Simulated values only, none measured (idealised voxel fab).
Process module, titled voxel tone inversion
Section shown: cut. Width: 210 nm. Cell size: 5 nm, square.
Think of the cross-section as a grid of square cells. We describe it in bands, top to bottom, and each band covers one or more rows of those cells.
Band: top height; bottom height; in nm. Then, left to right: material with width in nm, for each material. "edge to edge": a single material spanning edge to edge. "empty": empty space.
For the purposes of this specification, 0 denotes the height below which the wafer in its as-received condition is composed wholly of one material, and the lowermost band, lacking a lower limit, extends downward without end, as expressed in "0 and below".
Quick explanation for "30 to 40": the width changes in equal steps down the rows of cells, from the first number in the band's top row to the second number in its bottom row.
Where a step carries "identical to before", the cross-section came out of it unchanged, cell for cell.
The label "Enclosed void catalog" introduces a list of the empty spaces, 8 cells or larger, that have no open way up to the top; each entry in it reads width x height at distance, where the distance is taken from the left edge and all three are stated in nm.
Anything after a step's settings on that line? It's the simulator's own note about the step.
overlay nm: for a step with a mask, the amount by which the mask lay right of where it was planned; a negative amount means left of it.
PROCESS STEPS FORESEEN IN THE PLAN
1: RECEIVE (material Si)
2: CONFORMAL_DEP (material SiCN; thk nm 10)
3: DIRECTIONAL_DEP (material polySi; thk nm 15)
4: PATTERN (tone cover; mask id POSTS; material resist; width nm 15; pitch nm 35; thk nm 25; overlay nm 0)
5: DIRECTIONAL_ETCH (etch materials polySi; depth nm 15)
6: STRIP (etch materials resist)
7: FILL_DEP (material lowk; thk nm 10)
8: CMP (height nm 25)
9: STRIP (etch materials polySi)
10: CONFORMAL_DEP (material TiN; thk nm 5)
11: FILL_DEP (material W; thk nm 5)
12: CMP (height nm 25)
13: CONFORMAL_DEP (material SiCN; thk nm 5)
SHOWN IN CROSS-SECTION IS THE WAFER AS RECEIVED, THAT IS, AS IT STANDS AFTER STEP 1
0 and below: Si edge to edge
Enclosed void catalog: none
END STATE OF THE MODULE IN CROSS-SECTION, GIVEN THE ABOVE STARTING POINT AND PLAN AND ONE MISTAKE IN EXECUTION
30 down to 0: SiCN edge to edge
0 and below: Si edge to edge
Enclosed void catalog: none
Error vs. plan: rather than as planned, step 3 actually ran as DIRECTIONAL_DEP (material SiCN; thk nm 15)
